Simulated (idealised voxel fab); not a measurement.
This section sets out a process module, namely voxel self aligned contacts.
The cross-section shown here is cut; it is 280 nm wide and divided into square cells measuring 5 nm on a side.
Notation: cross-section as square-cell grid; stated in bands, top first, going down; one or more cell rows per band.
Basically the band line says how high the top is and how high the bottom is, in nm, and then what's in it from left to right, every material with its width in nm. Empty space shows up as "blank", and if a single material carries "edge to edge" it runs the full band edge to edge.
We count height from 0. Below that, the starting wafer is all one material. The lowest band never ends at the bottom but goes on down; see "0..down" for how that is written.
With a width like "30 to 40", each row of cells in the band differs from the next by the same amount, the top row carrying the first number and the bottom row the second.
The designation "nothing different", where it is given for a processing step, indicates that no cell of the cross-section was altered in the course of that step.
Entry "Voids lacking openings". Content: empty spaces with no open connection to the top, size 8 cells or greater. Each: width x height at distance. Distance: from left edge. Unit: nm.
Read whatever lies past the settings on a step's line as the simulator's own remark about the step.
The line of a step may include "overlay nm". On a step with a mask, this value is how far to the right of its planned place the mask lay. A negative value means the mask lay to the left.
HERE'S WHAT THE PLANNED PROCESS STEPS LOOK LIKE
1: RECEIVE: material Si
2: CONFORMAL_DEP: material SiO2, thk nm 5
3: DIRECTIONAL_DEP: material polySi, thk nm 20
4: DIRECTIONAL_DEP: material SiN, thk nm 20
5: MASKED_ETCH: tone cover, mask id GATE, width nm 30, pitch nm 65, etch materials SiN, depth nm 20, overlay nm 0
6: MASKED_ETCH: tone cover, mask id GATE, width nm 30, pitch nm 65, etch materials polySi, depth nm 20, overlay nm -15
7: CONFORMAL_DEP: material SiN, thk nm 10
8: DIRECTIONAL_ETCH: etch materials SiN, depth nm 10
9: FILL_DEP: material SiO2, thk nm 15
10: CMP: height nm 50
11: PATTERN: tone open, mask id CONTACT, material resist, width nm 45, pitch nm 65, thk nm 15, overlay nm 0
12: DIRECTIONAL_ETCH: etch materials SiO2, depth nm 50
13: STRIP: etch materials resist
14: CONFORMAL_DEP: material TiN, thk nm 5
15: FILL_DEP: material Ru, thk nm 10
16: CMP: height nm 50
17: CONFORMAL_DEP: material SiN, thk nm 5
Wafer-to-wafer difference: overlay nm, step 6. Common start. Plan = first wafer's value.
HERE'S THE FIRST OF THE WAFERS IN CROSS-SECTION, JUST AS WE GOT IT, I.E. AFTER STEP 1
0..down = Si edge to edge
Voids lacking openings: none
BELOW IS A PER-WAFER TABLE. IN IT, EACH ROW DESCRIBES THE WAFER AT THE END OF THE MODULE BY GIVING, FOR EACH MATERIAL, THE NUMBER OF CELLS GAINED (+) OR LOST (-) SINCE THE WAFER WAS RECEIVED, AND AFTER THAT THE CLOSED VOIDS OF THE WAFER
overlay nm -15, +8 Ru, +224 SiN, +242 SiO2, +34 TiN, +108 polySi, Voids lacking openings: none
overlay nm -10, +8 Ru, +224 SiN, +244 SiO2, +44 TiN, +96 polySi, Voids lacking openings: none
overlay nm -5, +8 Ru, +224 SiN, +246 SiO2, +54 TiN, +84 polySi, Voids lacking openings: none
overlay nm 0, +18 Ru, +224 SiN, +248 SiO2, +54 TiN, +72 polySi, Voids lacking openings: none
overlay nm 5, +8 Ru, +224 SiN, +246 SiO2, +54 TiN, +84 polySi, Voids lacking openings: none
overlay nm 10, +8 Ru, +224 SiN, +244 SiO2, +44 TiN, +96 polySi, Voids lacking openings: none
overlay nm 15, +8 Ru, +224 SiN, +242 SiO2, +34 TiN, +108 polySi, Voids lacking openings: none
